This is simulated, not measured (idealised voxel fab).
This section sets out a process module, namely voxel transistor to metal.
Displayed cross-section: cut, width of 150 nm, square cells sized 5 nm.
A cross-section is a grid of square cells, given in bands from the top down. A band is one or more rows of cells.
In this notation a band is specified by the heights of its top and bottom, in that order and in nm, after which its materials appear from left to right, each paired with its width in nm. The word "edge to edge" attached to a single material means that material fills the band from edge to edge; the word "air" stands for empty space.
Height is counted from the level 0, under which the received wafer is composed throughout of one material. The lowest of the bands is not closed at the bottom but continues downward, in the notation "0 down".
Width spec "30->40" -> top row of cells at first value, bottom row at second value, equal per-row change in between.
Key: "no change occurred" - step with no changed cell in the cross-section.
"Closed internal cavities" enumerates empty spaces isolated from the top, with no open way to it, that contain at least 8 cells, giving each as width x height at distance from the left edge, all three in nm.
Past the settings on a step's line: simulator remark, on that step.
On any step carrying a mask, the "overlay nm" setting, if present on the step's line, tells how far right of its planned place the mask lay; negative values point to the left.

### Planned step list for the process
step 1: RECEIVE,material Si
step 2: OXIDIZE,depth nm 5
step 3: CONFORMAL_DEP,material SiN,thk nm 10
step 4: PATTERN,tone cover,mask id ACTIVE,material resist,width nm 120,thk nm 15,overlay nm 0
step 5: DIRECTIONAL_ETCH,etch materials SiN,depth nm 10
step 6: DIRECTIONAL_ETCH,etch materials SiO2,depth nm 5
step 7: DIRECTIONAL_ETCH,etch materials Si,depth nm 35
step 8: STRIP,etch materials resist
step 9: FILL_DEP,material SiO2,thk nm 10
step 10: CMP,height nm 10
step 11: SELECTIVE_ETCH,etch materials SiO2,depth nm 10
step 12: STRIP,etch materials SiN
step 13: SELECTIVE_ETCH,etch materials SiO2,depth nm 5
step 14: OXIDIZE,depth nm 5
step 15: DIRECTIONAL_DEP,material polySi,thk nm 20
step 16: DIRECTIONAL_DEP,material SiCN,thk nm 15
step 17: MASKED_ETCH,tone cover,mask id GATE,width nm 30,etch materials SiCN,depth nm 25,overlay nm 0
step 18: MASKED_ETCH,tone cover,mask id GATE,width nm 30,etch materials polySi,depth nm 30,overlay nm -10
step 19: CONFORMAL_DEP,material SiO2,thk nm 5
step 20: DIRECTIONAL_ETCH,etch materials SiO2,depth nm 5
step 21: CONFORMAL_DEP,material SiN,thk nm 10
step 22: DIRECTIONAL_ETCH,etch materials SiN,depth nm 10
step 23: DIRECTIONAL_ETCH,etch materials SiO2,depth nm 5
step 24: DIRECTIONAL_ETCH,etch materials Si,depth nm 5
step 25: EPI,material nSi,thk nm 5
step 26: FILL_DEP,material SiO2,thk nm 5
step 27: CMP,height nm 15
step 28: STRIP,etch materials polySi
step 29: SELECTIVE_ETCH,etch materials SiO2,depth nm 5
step 30: CONFORMAL_DEP,material HfO2,thk nm 5
step 31: CONFORMAL_DEP,material TiN,thk nm 5
step 32: FILL_DEP,material W,thk nm 5
step 33: CMP,height nm 10
step 34: DIRECTIONAL_DEP,material SiO2,thk nm 15
step 35: PATTERN,tone open,mask id CONTACT,material resist,width nm 20,pitch nm 90,thk nm 15,overlay nm 0
step 36: DIRECTIONAL_ETCH,etch materials SiO2,depth nm 35
step 37: STRIP,etch materials resist
step 38: CONFORMAL_DEP,material TiN,thk nm 5
step 39: FILL_DEP,material W,thk nm 10
step 40: CMP,height nm 25
step 41: CONFORMAL_DEP,material SiCN,thk nm 5
step 42: DIRECTIONAL_DEP,material lowk,thk nm 25
step 43: MASKED_ETCH,tone open,mask id METAL_1,width nm 20,pitch nm 90,etch materials lowk,depth nm 25,overlay nm 0
step 44: MASKED_ETCH,tone open,mask id METAL_1,width nm 20,pitch nm 90,etch materials SiCN,depth nm 5,overlay nm 0
step 45: CONFORMAL_DEP,material TiN,thk nm 5
step 46: FILL_DEP,material Cu,thk nm 10
step 47: CMP,height nm 55
step 48: CONFORMAL_DEP,material SiCN,thk nm 5
step 49: DIRECTIONAL_DEP,material lowk,thk nm 25
step 50: DIRECTIONAL_DEP,material aC,thk nm 10
step 51: PATTERN,tone open,mask id METAL_2,material resist,width nm 20,pitch nm 90,thk nm 30,overlay nm 0
step 52: DIRECTIONAL_ETCH,etch materials aC,depth nm 10
step 53: STRIP,etch materials resist
step 54: DIRECTIONAL_ETCH,etch materials lowk,depth nm 15
step 55: STRIP,etch materials aC
step 56: DIRECTIONAL_DEP,material aC,thk nm 15
step 57: PATTERN,tone open,mask id METAL_2_HOLES,material resist,width nm 15,pitch nm 90,thk nm 30,overlay nm 0
step 58: DIRECTIONAL_ETCH,etch materials aC,depth nm 15
step 59: STRIP,etch materials resist
step 60: DIRECTIONAL_ETCH,etch materials lowk,depth nm 10
step 61: DIRECTIONAL_ETCH,etch materials SiCN,depth nm 5
step 62: STRIP,etch materials aC
step 63: CONFORMAL_DEP,material TiN,thk nm 5
step 64: FILL_DEP,material Ru,thk nm 10
step 65: CMP,height nm 85
step 66: CONFORMAL_DEP,material SiN,thk nm 5
varied across the wafers: overlay nm of step 18. The plan shows the first wafer's value. All wafers start alike

### So this is the first of several wafers, cross-sectioned as it came to us, meaning it's at the end of step 1
0 down | Si edge to edge
Closed internal cavities: none

### Cross-section of the first of several wafers once the module has run through its last step, step 66
90 to 85 | SiN edge to edge
85 to 75 | lowk: 20  TiN: 5  Ru: 10  TiN: 5  lowk: 70  TiN: 5  Ru: 10  TiN: 5  lowk: 20
75 to 70 | lowk: 20  TiN: 5  Ru: 5  TiN: 10  lowk: 70  TiN: 5  Ru: 5  TiN: 10  lowk: 20
70 to 60 | lowk: 20  TiN: 5  Ru: 5  TiN: 5  lowk: 75  TiN: 5  Ru: 5  TiN: 5  lowk: 25
60 to 55 | SiCN: 20  TiN: 15  SiCN: 75  TiN: 15  SiCN: 25
55 to 30 | lowk: 20  TiN: 5  Cu: 10  TiN: 5  lowk: 70  TiN: 5  Cu: 10  TiN: 5  lowk: 20
30 to 25 | SiCN: 20  TiN: 20  SiCN: 70  TiN: 20  SiCN: 20
25 to 15 | SiO2: 20  TiN: 5  W: 10  TiN: 5  SiO2: 70  TiN: 5  W: 10  TiN: 5  SiO2: 20
15 to 10 | SiO2: 20  TiN: 5  W: 5  TiN: 10  SiO2: 70  TiN: 5  W: 10  TiN: 5  SiO2: 20
10 to 0 | SiO2: 20  TiN: 5  W: 5  TiN: 5  SiN: 10  HfO2: 5  TiN: 5  W: 30  TiN: 5  HfO2: 5  SiN: 10  SiO2: 5  TiN: 5  W: 10  TiN: 5  SiO2: 20
0 to -5 | SiO2: 20  TiN: 15  SiN: 10  HfO2: 5  TiN: 40  HfO2: 5  SiN: 10  SiO2: 5  TiN: 5  W: 10  TiN: 5  SiO2: 20
-5 to -10 | SiO2: 20  TiN: 10  nSi: 5  SiO2: 10  HfO2: 50  SiO2: 10  nSi: 5  TiN: 20  SiO2: 20
-10 to -15 | SiO2: 15  nSi: 20  Si: 70  nSi: 30  SiO2: 15
-15 to -40 | SiO2: 15  Si: 120  SiO2: 15
-40 down | Si edge to edge
Closed internal cavities: none

### Final wafer cross-section at module end
90 to 85 | SiN edge to edge
85 to 75 | lowk: 20  TiN: 5  Ru: 10  TiN: 5  lowk: 70  TiN: 5  Ru: 10  TiN: 5  lowk: 20
75 to 70 | lowk: 20  TiN: 5  Ru: 5  TiN: 10  lowk: 70  TiN: 5  Ru: 5  TiN: 10  lowk: 20
70 to 60 | lowk: 20  TiN: 5  Ru: 5  TiN: 5  lowk: 75  TiN: 5  Ru: 5  TiN: 5  lowk: 25
60 to 55 | SiCN: 20  TiN: 15  SiCN: 75  TiN: 15  SiCN: 25
55 to 30 | lowk: 20  TiN: 5  Cu: 10  TiN: 5  lowk: 70  TiN: 5  Cu: 10  TiN: 5  lowk: 20
30 to 25 | SiCN: 20  TiN: 20  SiCN: 70  TiN: 20  SiCN: 20
25 to 15 | SiO2: 20  TiN: 5  W: 10  TiN: 5  SiO2: 70  TiN: 5  W: 10  TiN: 5  SiO2: 20
15 to 10 | SiO2: 20  TiN: 5  W: 10  TiN: 5  SiO2: 70  TiN: 10  W: 5  TiN: 5  SiO2: 20
10 to 0 | SiO2: 20  TiN: 5  W: 10  TiN: 5  SiO2: 5  SiN: 10  HfO2: 5  TiN: 5  W: 30  TiN: 5  HfO2: 5  SiN: 10  TiN: 5  W: 5  TiN: 5  SiO2: 20
0 to -5 | SiO2: 20  TiN: 5  W: 10  TiN: 5  SiO2: 5  SiN: 10  HfO2: 5  TiN: 40  HfO2: 5  SiN: 10  TiN: 15  SiO2: 20
-5 to -10 | SiO2: 20  TiN: 20  nSi: 5  SiO2: 10  HfO2: 50  SiO2: 10  nSi: 5  TiN: 10  SiO2: 20
-10 to -15 | SiO2: 15  nSi: 30  Si: 70  nSi: 20  SiO2: 15
-15 to -40 | SiO2: 15  Si: 120  SiO2: 15
-40 down | Si edge to edge
Closed internal cavities: none

### Gained (+) or lost (-) cells of each material since receipt, then closed voids: one row per wafer, at the end of the module
overlay nm -10, +20 Cu, +16 HfO2, +14 Ru, -106 Si, +46 SiCN, +42 SiN, +141 SiO2, +100 TiN, +31 W, +224 lowk, +12 nSi, Closed internal cavities: none
overlay nm -5, +20 Cu, +15 HfO2, +14 Ru, -107 Si, +46 SiCN, +42 SiN, +141 SiO2, +99 TiN, +33 W, +224 lowk, +13 nSi, Closed internal cavities: none
overlay nm 0, +20 Cu, +14 HfO2, +14 Ru, -108 Si, +46 SiCN, +42 SiN, +144 SiO2, +98 TiN, +32 W, +224 lowk, +14 nSi, Closed internal cavities: none
overlay nm 5, +20 Cu, +15 HfO2, +14 Ru, -107 Si, +46 SiCN, +42 SiN, +141 SiO2, +99 TiN, +33 W, +224 lowk, +13 nSi, Closed internal cavities: none
overlay nm 10, +20 Cu, +16 HfO2, +14 Ru, -106 Si, +46 SiCN, +42 SiN, +141 SiO2, +100 TiN, +31 W, +224 lowk, +12 nSi, Closed internal cavities: none
